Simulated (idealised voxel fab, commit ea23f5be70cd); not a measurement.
Process module, titled voxel transistor to metal
FYI the section here is cut, 265 nm wide, cells are 5 nm squares.
Cross-section = grid of square cells, listed top down in bands; band = one or more rows. Band: top and bottom heights (nm) first, top before bottom; then materials from left to right, widths in nm. "full width" marks a sole material filling the band edge to edge. "air" denotes empty space. Below 0: as-received wafer, all one material; heights counted from there. Lowest band: no bottom, goes on down, written "0 down". The expression "30->40" gives the width at the extremes of the band, the first number at its top row of cells and the second at its bottom row, with the width changing by equal amounts from each row to the next in between. Reading "no alteration" for a step: not a cell of the cross-section changed in it. "Enclosed empty spaces" means: voids of 8 cells or more that are shut off from the top with no open way through. Written width x height at distance, distance from the left edge, in nm. Note: text after step settings on the step line = simulator remark on that step. What "overlay nm" on a step's line means: if the step has a mask, that mask lay this far to the right of its planned place, or, when the value is negative, to the left. Pairs follow: section before one process step, section after it down to the lowest changed band, step with settings underneath. Pairs may come from different runs of this module on the same starting wafer; continuity with the pair above only as stated in the "State before step" entry.

# State before step
> 50 to 35: 30 SiO2 | 5 TiN | 5 W | 5 TiN | 50 SiO2 | 5 TiN | 5 W | 5 TiN | 45 SiO2 | 5 TiN | 5 W | 5 TiN | 50 SiO2 | 5 TiN | 5 W | 5 TiN | 30 SiO2
> 35 to 25: 30 SiO2 | 5 TiN | 5 W | 5 TiN | 10 SiO2 | 5 SiN | 20 SiCN | 5 SiN | 10 SiO2 | 5 TiN | 5 W | 5 TiN | 45 SiO2 | 5 TiN | 5 W | 5 TiN | 10 SiO2 | 5 SiN | 20 SiCN | 5 SiN | 10 SiO2 | 5 TiN | 5 W | 5 TiN | 30 SiO2
> 25 to 0: 30 SiO2 | 5 TiN | 5 W | 5 TiN | 10 SiO2 | 5 SiN | 20 polySi | 5 SiN | 10 SiO2 | 5 TiN | 5 W | 5 TiN | 45 SiO2 | 5 TiN | 5 W | 5 TiN | 10 SiO2 | 5 SiN | 20 polySi | 5 SiN | 10 SiO2 | 5 TiN | 5 W | 5 TiN | 30 SiO2
> 0 to -5: 30 SiO2 | 15 TiN | 10 SiO2 | 5 SiN | 20 polySi | 5 SiN | 10 SiO2 | 15 TiN | 45 SiO2 | 15 TiN | 10 SiO2 | 5 SiN | 20 polySi | 5 SiN | 10 SiO2 | 15 TiN | 30 SiO2
> -5 to -10: 20 SiO2 | 35 nSi | 30 SiO2 | 35 nSi | 25 SiO2 | 35 nSi | 30 SiO2 | 35 nSi | 20 SiO2
> -10 to -30: 25 SiO2 | 90 Si | 35 SiO2 | 90 Si | 25 SiO2
> -30 down: Si full width
> Enclosed empty spaces: none

# Cross-Section Thereafter
> 65 to 50: lowk full width
> Everything below 50 is unchanged.
> Enclosed empty spaces: none
Step, before to after (see cross-sections above): op DIRECTIONAL_DEP | material lowk | thk nm 15

State before step: per the after cross-section of the pair just above.

# Cross-Section Thereafter
> 70 to 65: SiN full width
> Everything below 65 is unchanged.
> Enclosed empty spaces: none
Step, before to after (see cross-sections above): op CONFORMAL_DEP | material SiN | thk nm 5

State before step: per the after cross-section of the pair just above.

# Cross-Section Thereafter
> 85 to 70: 30 resist | 15 air | 50 resist | 15 air | 45 resist | 15 air | 50 resist | 15 air | 30 resist
> Everything below 70 is unchanged.
> Enclosed empty spaces: none
Step, before to after (see cross-sections above): op PATTERN | tone open | mask id METAL_1 | material resist | width nm 15 | thk nm 15 | overlay nm 0

State before step: per the after cross-section of the pair just above.

# Cross-Section Thereafter
> 85 to 70: 30 resist | 15 air | 50 resist | 15 air | 45 resist | 15 air | 50 resist | 15 air | 30 resist
> 70 to 65: 30 SiN | 15 air | 50 SiN | 15 air | 45 SiN | 15 air | 50 SiN | 15 air | 30 SiN
> Everything below 65 is unchanged.
> Enclosed empty spaces: none
Step, before to after (see cross-sections above): op DIRECTIONAL_ETCH | etch materials SiN | depth nm 5

State before step: per the after cross-section of the pair just above.

# Cross-Section Thereafter
> 70 to 65: 30 SiN | 15 air | 50 SiN | 15 air | 45 SiN | 15 air | 50 SiN | 15 air | 30 SiN
> Everything below 65 is unchanged.
> Enclosed empty spaces: none
Step, before to after (see cross-sections above): op STRIP | etch materials resist

State before step: per the after cross-section of the pair just above.

# Cross-Section Thereafter
> 75 to 70: 35 TiN | 5 air | 60 TiN | 5 air | 55 TiN | 5 air | 60 TiN | 5 air | 35 TiN
> 70 to 65: 30 SiN | 15 TiN | 50 SiN | 15 TiN | 45 SiN | 15 TiN | 50 SiN | 15 TiN | 30 SiN
> Everything below 65 is unchanged.
> Enclosed empty spaces: none
Step, before to after (see cross-sections above): op CONFORMAL_DEP | material TiN | thk nm 5

State before step: per the after cross-section of the pair just above.

# Cross-Section Thereafter
> 85 to 75: Ru full width
> 75 to 70: 35 TiN | 5 Ru | 60 TiN | 5 Ru | 55 TiN | 5 Ru | 60 TiN | 5 Ru | 35 TiN
> Everything below 70 is unchanged.
> Enclosed empty spaces: none
Step, before to after (see cross-sections above): op FILL_DEP | material Ru | thk nm 10

State before step: per the after cross-section of the pair just above.

# Cross-Section Thereafter
> 70 to 65: 30 SiN | 15 TiN | 50 SiN | 15 TiN | 45 SiN | 15 TiN | 50 SiN | 15 TiN | 30 SiN
> Everything below 65 is unchanged.
> Enclosed empty spaces: none
Step, before to after (see cross-sections above): op CMP | height nm 70

State before step: per the after cross-section of the pair just above.

# Cross-Section Thereafter
> 75 to 70: 25 air | 25 Ru | 40 air | 25 Ru | 35 air | 25 Ru | 40 air | 25 Ru | 25 air
> Everything below 70 is unchanged.
> Enclosed empty spaces: none
Step, before to after (see cross-sections above): op EPI | material Ru | thk nm 5

State before step: per the after cross-section of the pair just above.

# Cross-Section Thereafter
> 80 to 75: SiCN full width
> 75 to 70: 25 SiCN | 25 Ru | 40 SiCN | 25 Ru | 35 SiCN | 25 Ru | 40 SiCN | 25 Ru | 25 SiCN
> Everything below 70 is unchanged.
> Enclosed empty spaces: none
Step, before to after (see cross-sections above): op FILL_DEP | material SiCN | thk nm 5

State before step: per the after cross-section of the pair just above.

# Cross-Section Thereafter
> 115 to 80: lowk full width
> Everything below 80 is unchanged.
> Enclosed empty spaces: none
Step, before to after (see cross-sections above): op DIRECTIONAL_DEP | material lowk | thk nm 35

State before step: per the after cross-section of the pair just above.

# Cross-Section Thereafter
> 130 to 115: aC full width
> Everything below 115 is unchanged.
> Enclosed empty spaces: none
Step, before to after (see cross-sections above): op DIRECTIONAL_DEP | material aC | thk nm 15

State before step: per the after cross-section of the pair just above.

# Cross-Section Thereafter
> 160 to 130: 30 resist | 15 air | 110 resist | 15 air | 95 resist
> Everything below 130 is unchanged.
> Enclosed empty spaces: none
Step, before to after (see cross-sections above): op PATTERN | tone open | mask id METAL_2 | material resist | width nm 15 | pitch nm 125 | thk nm 30 | overlay nm 0

State before step: per the after cross-section of the pair just above.

# Cross-Section Thereafter
> 145 to 130: 30 resist | 15 air | 110 resist | 15 air | 95 resist
> 130 to 115: 30 aC | 15 air | 110 aC | 15 air | 95 aC
> Everything below 115 is unchanged.
> Enclosed empty spaces: none
Step, before to after (see cross-sections above): op DIRECTIONAL_ETCH | etch materials aC | depth nm 15

State before step: per the after cross-section of the pair just above.

# Cross-Section Thereafter
> 130 to 115: 30 aC | 15 air | 110 aC | 15 air | 95 aC
> Everything below 115 is unchanged.
> Enclosed empty spaces: none
Step, before to after (see cross-sections above): op STRIP | etch materials resist

State before step: per the after cross-section of the pair just above.

# Cross-Section Thereafter
> 130 to 115: 30 aC | 15 air | 110 aC | 15 air | 95 aC
> 115 to 95: 30 lowk | 15 air | 110 lowk | 15 air | 95 lowk
> Everything below 95 is unchanged.
> Enclosed empty spaces: none
Step, before to after (see cross-sections above): op DIRECTIONAL_ETCH | etch materials lowk | depth nm 20

State before step: per the after cross-section of the pair just above.

# Cross-Section Thereafter
> 115 to 95: 30 lowk | 15 air | 110 lowk | 15 air | 95 lowk
> Everything below 95 is unchanged.
> Enclosed empty spaces: none
Step, before to after (see cross-sections above): op STRIP | etch materials aC

State before step: per the after cross-section of the pair just above.

# Cross-Section Thereafter
> 130 to 115: 30 resist | 15 air | 110 resist | 15 air | 95 resist
> Everything below 115 is unchanged.
> Enclosed empty spaces: none
Step, before to after (see cross-sections above): op PATTERN | tone open | mask id METAL_2_HOLES | material resist | width nm 15 | pitch nm 125 | thk nm 15 | overlay nm 0

State before step: per the after cross-section of the pair just above.

# Cross-Section Thereafter
> 130 to 115: 30 resist | 15 air | 110 resist | 15 air | 95 resist
> 115 to 80: 30 lowk | 15 air | 110 lowk | 15 air | 95 lowk
> Everything below 80 is unchanged.
> Enclosed empty spaces: none
Step, before to after (see cross-sections above): op DIRECTIONAL_ETCH | etch materials lowk | depth nm 15

State before step: per the after cross-section of the pair just above.

# Cross-Section Thereafter
> 130 to 115: 30 resist | 15 air | 110 resist | 15 air | 95 resist
> 115 to 80: 30 lowk | 15 air | 110 lowk | 15 air | 95 lowk
> 80 to 75: 30 SiCN | 15 air | 110 SiCN | 15 air | 95 SiCN
> Everything below 75 is unchanged.
> Enclosed empty spaces: none
Step, before to after (see cross-sections above): op DIRECTIONAL_ETCH | etch materials SiCN | depth nm 5

State before step: per the after cross-section of the pair just above.

# Cross-Section Thereafter
> 115 to 80: 30 lowk | 15 air | 110 lowk | 15 air | 95 lowk
> Everything below 80 is unchanged.
> Enclosed empty spaces: none
Step, before to after (see cross-sections above): op STRIP | etch materials resist

State before step: per the after cross-section of the pair just above.

# Cross-Section Thereafter
> 120 to 115: 35 TiN | 5 air | 120 TiN | 5 air | 100 TiN
> 115 to 80: 30 lowk | 5 TiN | 5 air | 5 TiN | 110 lowk | 5 TiN | 5 air | 5 TiN | 95 lowk
> 80 to 75: 30 SiCN | 15 TiN | 110 SiCN | 15 TiN | 95 SiCN
> Everything below 75 is unchanged.
> Enclosed empty spaces: none
Step, before to after (see cross-sections above): op CONFORMAL_DEP | material TiN | thk nm 5

State before step: per the after cross-section of the pair just above.

# Cross-Section Thereafter
> 125 to 120: Ru full width
> 120 to 115: 35 TiN | 5 Ru | 120 TiN | 5 Ru | 100 TiN
> 115 to 80: 30 lowk | 5 TiN | 5 Ru | 5 TiN | 110 lowk | 5 TiN | 5 Ru | 5 TiN | 95 lowk
> Everything below 80 is unchanged.
> Enclosed empty spaces: none
Step, before to after (see cross-sections above): op FILL_DEP | material Ru | thk nm 5

State before step: per the after cross-section of the pair just above.

# Cross-Section Thereafter
> 115 to 80: 30 lowk | 5 TiN | 5 Ru | 5 TiN | 110 lowk | 5 TiN | 5 Ru | 5 TiN | 95 lowk
> Everything below 80 is unchanged.
> Enclosed empty spaces: none
Step, before to after (see cross-sections above): op CMP | height nm 115

State before step: per the after cross-section of the pair just above.

# Cross-Section Thereafter
> 120 to 115: SiN full width
> Everything below 115 is unchanged.
> Enclosed empty spaces: none
Step, before to after (see cross-sections above): op CONFORMAL_DEP | material SiN | thk nm 5

# State before step
> 125 to 120: Ru full width
> 120 to 115: 35 TiN | 5 Ru | 120 TiN | 5 Ru | 100 TiN
> 115 to 80: 30 lowk | 5 TiN | 5 Ru | 5 TiN | 110 lowk | 5 TiN | 5 Ru | 5 TiN | 95 lowk
> 80 to 75: 30 SiCN | 15 TiN | 110 SiCN | 15 TiN | 95 SiCN
> 75 to 70: 25 SiCN | 25 Ru | 40 SiCN | 25 Ru | 35 SiCN | 25 Ru | 40 SiCN | 25 Ru | 25 SiCN
> 70 to 55: 30 lowk | 5 TiN | 5 Ru | 5 TiN | 50 lowk | 5 TiN | 5 Ru | 5 TiN | 45 lowk | 5 TiN | 5 Ru | 5 TiN | 50 lowk | 5 TiN | 5 Ru | 5 TiN | 30 lowk
> 55 to 50: 30 SiN | 15 TiN | 50 SiN | 15 TiN | 45 SiN | 15 TiN | 50 SiN | 15 TiN | 30 SiN
> 50 to 35: 30 SiO2 | 5 TiN | 5 W | 5 TiN | 50 SiO2 | 5 TiN | 5 W | 5 TiN | 45 SiO2 | 5 TiN | 5 W | 5 TiN | 50 SiO2 | 5 TiN | 5 W | 5 TiN | 30 SiO2
> 35 to 25: 30 SiO2 | 5 TiN | 5 W | 5 TiN | 10 SiO2 | 5 SiN | 20 SiCN | 5 SiN | 10 SiO2 | 5 TiN | 5 W | 5 TiN | 45 SiO2 | 5 TiN | 5 W | 5 TiN | 10 SiO2 | 5 SiN | 20 SiCN | 5 SiN | 10 SiO2 | 5 TiN | 5 W | 5 TiN | 30 SiO2
> 25 to 0: 30 SiO2 | 5 TiN | 5 W | 5 TiN | 10 SiO2 | 5 SiN | 20 polySi | 5 SiN | 10 SiO2 | 5 TiN | 5 W | 5 TiN | 45 SiO2 | 5 TiN | 5 W | 5 TiN | 10 SiO2 | 5 SiN | 20 polySi | 5 SiN | 10 SiO2 | 5 TiN | 5 W | 5 TiN | 30 SiO2
> 0 to -5: 30 SiO2 | 15 TiN | 10 SiO2 | 5 SiN | 20 polySi | 5 SiN | 10 SiO2 | 15 TiN | 45 SiO2 | 15 TiN | 10 SiO2 | 5 SiN | 20 polySi | 5 SiN | 10 SiO2 | 15 TiN | 30 SiO2
> -5 to -10: 20 SiO2 | 35 nSi | 30 SiO2 | 35 nSi | 25 SiO2 | 35 nSi | 30 SiO2 | 35 nSi | 20 SiO2
> -10 to -30: 25 SiO2 | 90 Si | 35 SiO2 | 90 Si | 25 SiO2
> -30 down: Si full width
> Enclosed empty spaces: none

# Cross-Section Thereafter
> 120 to 115: 35 TiN | 5 Ru | 120 TiN | 5 Ru | 100 TiN
> Everything below 115 is unchanged.
> Enclosed empty spaces: none
Step, before to after (see cross-sections above): op CMP | height nm 120

State before step: per the after cross-section of the pair just above.

# Cross-Section Thereafter
> 125 to 120: SiN full width
> Everything below 120 is unchanged.
> Enclosed empty spaces: none
Step, before to after (see cross-sections above): op CONFORMAL_DEP | material SiN | thk nm 5

# State before step
> 115 to 95: 30 lowk | 15 air | 110 lowk | 15 air | 95 lowk
> 95 to 80: lowk full width
> 80 to 75: SiCN full width
> 75 to 70: 25 SiCN | 25 Ru | 40 SiCN | 25 Ru | 35 SiCN | 25 Ru | 40 SiCN | 25 Ru | 25 SiCN
> 70 to 55: 30 lowk | 5 TiN | 5 Ru | 5 TiN | 50 lowk | 5 TiN | 5 Ru | 5 TiN | 45 lowk | 5 TiN | 5 Ru | 5 TiN | 50 lowk | 5 TiN | 5 Ru | 5 TiN | 30 lowk
> 55 to 50: 30 SiN | 15 TiN | 50 SiN | 15 TiN | 45 SiN | 15 TiN | 50 SiN | 15 TiN | 30 SiN
> 50 to 35: 30 SiO2 | 5 TiN | 5 W | 5 TiN | 50 SiO2 | 5 TiN | 5 W | 5 TiN | 45 SiO2 | 5 TiN | 5 W | 5 TiN | 50 SiO2 | 5 TiN | 5 W | 5 TiN | 30 SiO2
> 35 to 25: 30 SiO2 | 5 TiN | 5 W | 5 TiN | 10 SiO2 | 5 SiN | 20 SiCN | 5 SiN | 10 SiO2 | 5 TiN | 5 W | 5 TiN | 45 SiO2 | 5 TiN | 5 W | 5 TiN | 10 SiO2 | 5 SiN | 20 SiCN | 5 SiN | 10 SiO2 | 5 TiN | 5 W | 5 TiN | 30 SiO2
> 25 to 0: 30 SiO2 | 5 TiN | 5 W | 5 TiN | 10 SiO2 | 5 SiN | 20 polySi | 5 SiN | 10 SiO2 | 5 TiN | 5 W | 5 TiN | 45 SiO2 | 5 TiN | 5 W | 5 TiN | 10 SiO2 | 5 SiN | 20 polySi | 5 SiN | 10 SiO2 | 5 TiN | 5 W | 5 TiN | 30 SiO2
> 0 to -5: 30 SiO2 | 15 TiN | 10 SiO2 | 5 SiN | 20 polySi | 5 SiN | 10 SiO2 | 15 TiN | 45 SiO2 | 15 TiN | 10 SiO2 | 5 SiN | 20 polySi | 5 SiN | 10 SiO2 | 15 TiN | 30 SiO2
> -5 to -10: 20 SiO2 | 35 nSi | 30 SiO2 | 35 nSi | 25 SiO2 | 35 nSi | 30 SiO2 | 35 nSi | 20 SiO2
> -10 to -30: 25 SiO2 | 90 Si | 35 SiO2 | 90 Si | 25 SiO2
> -30 down: Si full width
> Enclosed empty spaces: none

# Cross-Section Thereafter
> 130 to 115: 25 resist | 25 air | 100 resist | 25 air | 90 resist
> Everything below 115 is unchanged.
> Enclosed empty spaces: none
Step, before to after (see cross-sections above): op PATTERN | tone open | mask id METAL_2_HOLES | material resist | width nm 25 | pitch nm 125 | thk nm 15 | overlay nm 0

State before step: per the after cross-section of the pair just above.

# Cross-Section Thereafter
> 130 to 115: 25 resist | 25 air | 100 resist | 25 air | 90 resist
> 115 to 100: 25 lowk | 25 air | 100 lowk | 25 air | 90 lowk
> 100 to 80: 30 lowk | 15 air | 110 lowk | 15 air | 95 lowk
> Everything below 80 is unchanged.
> Enclosed empty spaces: none
Step, before to after (see cross-sections above): op DIRECTIONAL_ETCH | etch materials lowk | depth nm 15

State before step: per the after cross-section of the pair just above.

# Cross-Section Thereafter
> 130 to 115: 25 resist | 25 air | 100 resist | 25 air | 90 resist
> 115 to 100: 25 lowk | 25 air | 100 lowk | 25 air | 90 lowk
> 100 to 80: 30 lowk | 15 air | 110 lowk | 15 air | 95 lowk
> 80 to 75: 30 SiCN | 15 air | 110 SiCN | 15 air | 95 SiCN
> Everything below 75 is unchanged.
> Enclosed empty spaces: none
Step, before to after (see cross-sections above): op DIRECTIONAL_ETCH | etch materials SiCN | depth nm 5

State before step: per the after cross-section of the pair just above.

# Cross-Section Thereafter
> 115 to 100: 25 lowk | 25 air | 100 lowk | 25 air | 90 lowk
> Everything below 100 is unchanged.
> Enclosed empty spaces: none
Step, before to after (see cross-sections above): op STRIP | etch materials resist

State before step: per the after cross-section of the pair just above.

# Cross-Section Thereafter
> 120 to 115: 30 TiN | 15 air | 110 TiN | 15 air | 95 TiN
> 115 to 105: 25 lowk | 5 TiN | 15 air | 5 TiN | 100 lowk | 5 TiN | 15 air | 5 TiN | 90 lowk
> 105 to 100: 25 lowk | 10 TiN | 5 air | 10 TiN | 100 lowk | 10 TiN | 5 air | 10 TiN | 90 lowk
> 100 to 80: 30 lowk | 5 TiN | 5 air | 5 TiN | 110 lowk | 5 TiN | 5 air | 5 TiN | 95 lowk
> 80 to 75: 30 SiCN | 15 TiN | 110 SiCN | 15 TiN | 95 SiCN
> Everything below 75 is unchanged.
> Enclosed empty spaces: none
Step, before to after (see cross-sections above): op CONFORMAL_DEP | material TiN | thk nm 5

State before step: per the after cross-section of the pair just above.

# Cross-Section Thereafter
> 125 to 120: Ru full width
> 120 to 115: 30 TiN | 15 Ru | 110 TiN | 15 Ru | 95 TiN
> 115 to 105: 25 lowk | 5 TiN | 15 Ru | 5 TiN | 100 lowk | 5 TiN | 15 Ru | 5 TiN | 90 lowk
> 105 to 100: 25 lowk | 10 TiN | 5 Ru | 10 TiN | 100 lowk | 10 TiN | 5 Ru | 10 TiN | 90 lowk
> 100 to 80: 30 lowk | 5 TiN | 5 Ru | 5 TiN | 110 lowk | 5 TiN | 5 Ru | 5 TiN | 95 lowk
> Everything below 80 is unchanged.
> Enclosed empty spaces: none
Step, before to after (see cross-sections above): op FILL_DEP | material Ru | thk nm 5

State before step: per the after cross-section of the pair just above.

# Cross-Section Thereafter
> 115 to 105: 25 lowk | 5 TiN | 15 Ru | 5 TiN | 100 lowk | 5 TiN | 15 Ru | 5 TiN | 90 lowk
> Everything below 105 is unchanged.
> Enclosed empty spaces: none
Step, before to after (see cross-sections above): op CMP | height nm 115

State before step: per the after cross-section of the pair just above.

# Cross-Section Thereafter
> 120 to 115: SiN full width
> Everything below 115 is unchanged.
> Enclosed empty spaces: none
Step, before to after (see cross-sections above): op CONFORMAL_DEP | material SiN | thk nm 5

# State before step
> 50 to 35: SiO2 full width
> 35 to 25: 55 SiO2 | 5 SiN | 20 SiCN | 5 SiN | 95 SiO2 | 5 SiN | 20 SiCN | 5 SiN | 55 SiO2
> 25 to -5: 55 SiO2 | 5 SiN | 20 polySi | 5 SiN | 95 SiO2 | 5 SiN | 20 polySi | 5 SiN | 55 SiO2
> -5 to -10: 20 SiO2 | 35 nSi | 30 SiO2 | 35 nSi | 25 SiO2 | 35 nSi | 30 SiO2 | 35 nSi | 20 SiO2
> -10 to -30: 25 SiO2 | 90 Si | 35 SiO2 | 90 Si | 25 SiO2
> -30 down: Si full width
> Enclosed empty spaces: none

# Cross-Section Thereafter
> 50 to 35: 20 SiO2 | 15 air | 50 SiO2 | 15 air | 45 SiO2 | 15 air | 50 SiO2 | 15 air | 40 SiO2
> 35 to 25: 20 SiO2 | 15 air | 20 SiO2 | 5 SiN | 20 SiCN | 5 SiN | 15 air | 45 SiO2 | 15 air | 20 SiO2 | 5 SiN | 20 SiCN | 5 SiN | 15 air | 40 SiO2
> 25 to -5: 20 SiO2 | 15 air | 20 SiO2 | 5 SiN | 20 polySi | 5 SiN | 15 air | 45 SiO2 | 15 air | 20 SiO2 | 5 SiN | 20 polySi | 5 SiN | 15 air | 40 SiO2
> Everything below -5 is unchanged.
> Enclosed empty spaces: none
Step, before to after (see cross-sections above): op MASKED_ETCH | tone open | mask id CONTACT | width nm 15 | etch materials SiO2 | depth nm 55 | overlay nm -10

State before step: per the after cross-section of the pair just above.

# Cross-Section Thereafter
> 55 to 50: 25 TiN | 5 air | 60 TiN | 5 air | 55 TiN | 5 air | 60 TiN | 5 air | 45 TiN
> 50 to 35: 20 SiO2 | 5 TiN | 5 air | 5 TiN | 50 SiO2 | 5 TiN | 5 air | 5 TiN | 45 SiO2 | 5 TiN | 5 air | 5 TiN | 50 SiO2 | 5 TiN | 5 air | 5 TiN | 40 SiO2
> 35 to 25: 20 SiO2 | 5 TiN | 5 air | 5 TiN | 20 SiO2 | 5 SiN | 20 SiCN | 5 SiN | 5 TiN | 5 air | 5 TiN | 45 SiO2 | 5 TiN | 5 air | 5 TiN | 20 SiO2 | 5 SiN | 20 SiCN | 5 SiN | 5 TiN | 5 air | 5 TiN | 40 SiO2
> 25 to 0: 20 SiO2 | 5 TiN | 5 air | 5 TiN | 20 SiO2 | 5 SiN | 20 polySi | 5 SiN | 5 TiN | 5 air | 5 TiN | 45 SiO2 | 5 TiN | 5 air | 5 TiN | 20 SiO2 | 5 SiN | 20 polySi | 5 SiN | 5 TiN | 5 air | 5 TiN | 40 SiO2
> 0 to -5: 20 SiO2 | 15 TiN | 20 SiO2 | 5 SiN | 20 polySi | 5 SiN | 15 TiN | 45 SiO2 | 15 TiN | 20 SiO2 | 5 SiN | 20 polySi | 5 SiN | 15 TiN | 40 SiO2
> Everything below -5 is unchanged.
> Enclosed empty spaces: none
Step, before to after (see cross-sections above): op CONFORMAL_DEP | material TiN | thk nm 5

State before step: per the after cross-section of the pair just above.

# Cross-Section Thereafter
> 65 to 55: W full width
> 55 to 50: 25 TiN | 5 W | 60 TiN | 5 W | 55 TiN | 5 W | 60 TiN | 5 W | 45 TiN
> 50 to 35: 20 SiO2 | 5 TiN | 5 W | 5 TiN | 50 SiO2 | 5 TiN | 5 W | 5 TiN | 45 SiO2 | 5 TiN | 5 W | 5 TiN | 50 SiO2 | 5 TiN | 5 W | 5 TiN | 40 SiO2
> 35 to 25: 20 SiO2 | 5 TiN | 5 W | 5 TiN | 20 SiO2 | 5 SiN | 20 SiCN | 5 SiN | 5 TiN | 5 W | 5 TiN | 45 SiO2 | 5 TiN | 5 W | 5 TiN | 20 SiO2 | 5 SiN | 20 SiCN | 5 SiN | 5 TiN | 5 W | 5 TiN | 40 SiO2
> 25 to 0: 20 SiO2 | 5 TiN | 5 W | 5 TiN | 20 SiO2 | 5 SiN | 20 polySi | 5 SiN | 5 TiN | 5 W | 5 TiN | 45 SiO2 | 5 TiN | 5 W | 5 TiN | 20 SiO2 | 5 SiN | 20 polySi | 5 SiN | 5 TiN | 5 W | 5 TiN | 40 SiO2
> Everything below 0 is unchanged.
> Enclosed empty spaces: none
Step, before to after (see cross-sections above): op FILL_DEP | material W | thk nm 10

State before step: per the after cross-section of the pair just above.

# Cross-Section Thereafter
> 50 to 35: 20 SiO2 | 5 TiN | 5 W | 5 TiN | 50 SiO2 | 5 TiN | 5 W | 5 TiN | 45 SiO2 | 5 TiN | 5 W | 5 TiN | 50 SiO2 | 5 TiN | 5 W | 5 TiN | 40 SiO2
> Everything below 35 is unchanged.
> Enclosed empty spaces: none
Step, before to after (see cross-sections above): op CMP | height nm 50

State before step: per the after cross-section of the pair just above.

# Cross-Section Thereafter
> 55 to 50: SiN full width
> Everything below 50 is unchanged.
> Enclosed empty spaces: none
Step, before to after (see cross-sections above): op CONFORMAL_DEP | material SiN | thk nm 5

State before step: per the after cross-section of the pair just above.

# Cross-Section Thereafter
> 70 to 55: lowk full width
> Everything below 55 is unchanged.
> Enclosed empty spaces: none
Step, before to after (see cross-sections above): op DIRECTIONAL_DEP | material lowk | thk nm 15

State before step: per the after cross-section of the pair just above.

# Cross-Section Thereafter
> 85 to 70: 30 resist | 15 air | 50 resist | 15 air | 45 resist | 15 air | 50 resist | 15 air | 30 resist
> Everything below 70 is unchanged.
> Enclosed empty spaces: none
Step, before to after (see cross-sections above): op PATTERN | tone open | mask id METAL_1 | material resist | width nm 15 | thk nm 15 | overlay nm 0

State before step: per the after cross-section of the pair just above.

# Cross-Section Thereafter
> 85 to 70: 30 resist | 15 air | 50 resist | 15 air | 45 resist | 15 air | 50 resist | 15 air | 30 resist
> 70 to 55: 30 lowk | 15 air | 50 lowk | 15 air | 45 lowk | 15 air | 50 lowk | 15 air | 30 lowk
> Everything below 55 is unchanged.
> Enclosed empty spaces: none
Step, before to after (see cross-sections above): op DIRECTIONAL_ETCH | etch materials lowk | depth nm 15

State before step: per the after cross-section of the pair just above.

# Cross-Section Thereafter
> 85 to 70: 30 resist | 15 air | 50 resist | 15 air | 45 resist | 15 air | 50 resist | 15 air | 30 resist
> 70 to 55: 30 lowk | 15 air | 50 lowk | 15 air | 45 lowk | 15 air | 50 lowk | 15 air | 30 lowk
> 55 to 50: 30 SiN | 15 air | 50 SiN | 15 air | 45 SiN | 15 air | 50 SiN | 15 air | 30 SiN
> Everything below 50 is unchanged.
> Enclosed empty spaces: none
Step, before to after (see cross-sections above): op DIRECTIONAL_ETCH | etch materials SiN | depth nm 5

State before step: per the after cross-section of the pair just above.

# Cross-Section Thereafter
> 70 to 55: 30 lowk | 15 air | 50 lowk | 15 air | 45 lowk | 15 air | 50 lowk | 15 air | 30 lowk
> Everything below 55 is unchanged.
> Enclosed empty spaces: none
Step, before to after (see cross-sections above): op STRIP | etch materials resist

State before step: per the after cross-section of the pair just above.

# Cross-Section Thereafter
> 75 to 70: 35 TiN | 5 air | 60 TiN | 5 air | 55 TiN | 5 air | 60 TiN | 5 air | 35 TiN
> 70 to 55: 30 lowk | 5 TiN | 5 air | 5 TiN | 50 lowk | 5 TiN | 5 air | 5 TiN | 45 lowk | 5 TiN | 5 air | 5 TiN | 50 lowk | 5 TiN | 5 air | 5 TiN | 30 lowk
> 55 to 50: 30 SiN | 15 TiN | 50 SiN | 15 TiN | 45 SiN | 15 TiN | 50 SiN | 15 TiN | 30 SiN
> Everything below 50 is unchanged.
> Enclosed empty spaces: none
Step, before to after (see cross-sections above): op CONFORMAL_DEP | material TiN | thk nm 5

State before step: per the after cross-section of the pair just above.

# Cross-Section Thereafter
> 85 to 75: Ru full width
> 75 to 70: 35 TiN | 5 Ru | 60 TiN | 5 Ru | 55 TiN | 5 Ru | 60 TiN | 5 Ru | 35 TiN
> 70 to 55: 30 lowk | 5 TiN | 5 Ru | 5 TiN | 50 lowk | 5 TiN | 5 Ru | 5 TiN | 45 lowk | 5 TiN | 5 Ru | 5 TiN | 50 lowk | 5 TiN | 5 Ru | 5 TiN | 30 lowk
> Everything below 55 is unchanged.
> Enclosed empty spaces: none
Step, before to after (see cross-sections above): op FILL_DEP | material Ru | thk nm 10

State before step: per the after cross-section of the pair just above.

# Cross-Section Thereafter
> 70 to 55: 30 lowk | 5 TiN | 5 Ru | 5 TiN | 50 lowk | 5 TiN | 5 Ru | 5 TiN | 45 lowk | 5 TiN | 5 Ru | 5 TiN | 50 lowk | 5 TiN | 5 Ru | 5 TiN | 30 lowk
> Everything below 55 is unchanged.
> Enclosed empty spaces: none
Step, before to after (see cross-sections above): op CMP | height nm 70

State before step: per the after cross-section of the pair just above.

# Cross-Section Thereafter
> 75 to 70: 25 air | 25 Ru | 40 air | 25 Ru | 35 air | 25 Ru | 40 air | 25 Ru | 25 air
> Everything below 70 is unchanged.
> Enclosed empty spaces: none
Step, before to after (see cross-sections above): op EPI | material Ru | thk nm 5

State before step: per the after cross-section of the pair just above.

# Cross-Section Thereafter
> 80 to 75: SiCN full width
> 75 to 70: 25 SiCN | 25 Ru | 40 SiCN | 25 Ru | 35 SiCN | 25 Ru | 40 SiCN | 25 Ru | 25 SiCN
> Everything below 70 is unchanged.
> Enclosed empty spaces: none
Step, before to after (see cross-sections above): op FILL_DEP | material SiCN | thk nm 5

State before step: per the after cross-section of the pair just above.

# Cross-Section Thereafter
> 115 to 80: lowk full width
> Everything below 80 is unchanged.
> Enclosed empty spaces: none
Step, before to after (see cross-sections above): op DIRECTIONAL_DEP | material lowk | thk nm 35

State before step: per the after cross-section of the pair just above.

# Cross-Section Thereafter
> 130 to 115: aC full width
> Everything below 115 is unchanged.
> Enclosed empty spaces: none
Step, before to after (see cross-sections above): op DIRECTIONAL_DEP | material aC | thk nm 15

State before step: per the after cross-section of the pair just above.

# Cross-Section Thereafter
> 160 to 130: 30 resist | 15 air | 110 resist | 15 air | 95 resist
> Everything below 130 is unchanged.
> Enclosed empty spaces: none
Step, before to after (see cross-sections above): op PATTERN | tone open | mask id METAL_2 | material resist | width nm 15 | pitch nm 125 | thk nm 30 | overlay nm 0

State before step: per the after cross-section of the pair just above.

# Cross-Section Thereafter
> 145 to 130: 30 resist | 15 air | 110 resist | 15 air | 95 resist
> 130 to 115: 30 aC | 15 air | 110 aC | 15 air | 95 aC
> Everything below 115 is unchanged.
> Enclosed empty spaces: none
Step, before to after (see cross-sections above): op DIRECTIONAL_ETCH | etch materials aC | depth nm 15

State before step: per the after cross-section of the pair just above.

# Cross-Section Thereafter
> 130 to 115: 30 aC | 15 air | 110 aC | 15 air | 95 aC
> Everything below 115 is unchanged.
> Enclosed empty spaces: none
Step, before to after (see cross-sections above): op STRIP | etch materials resist
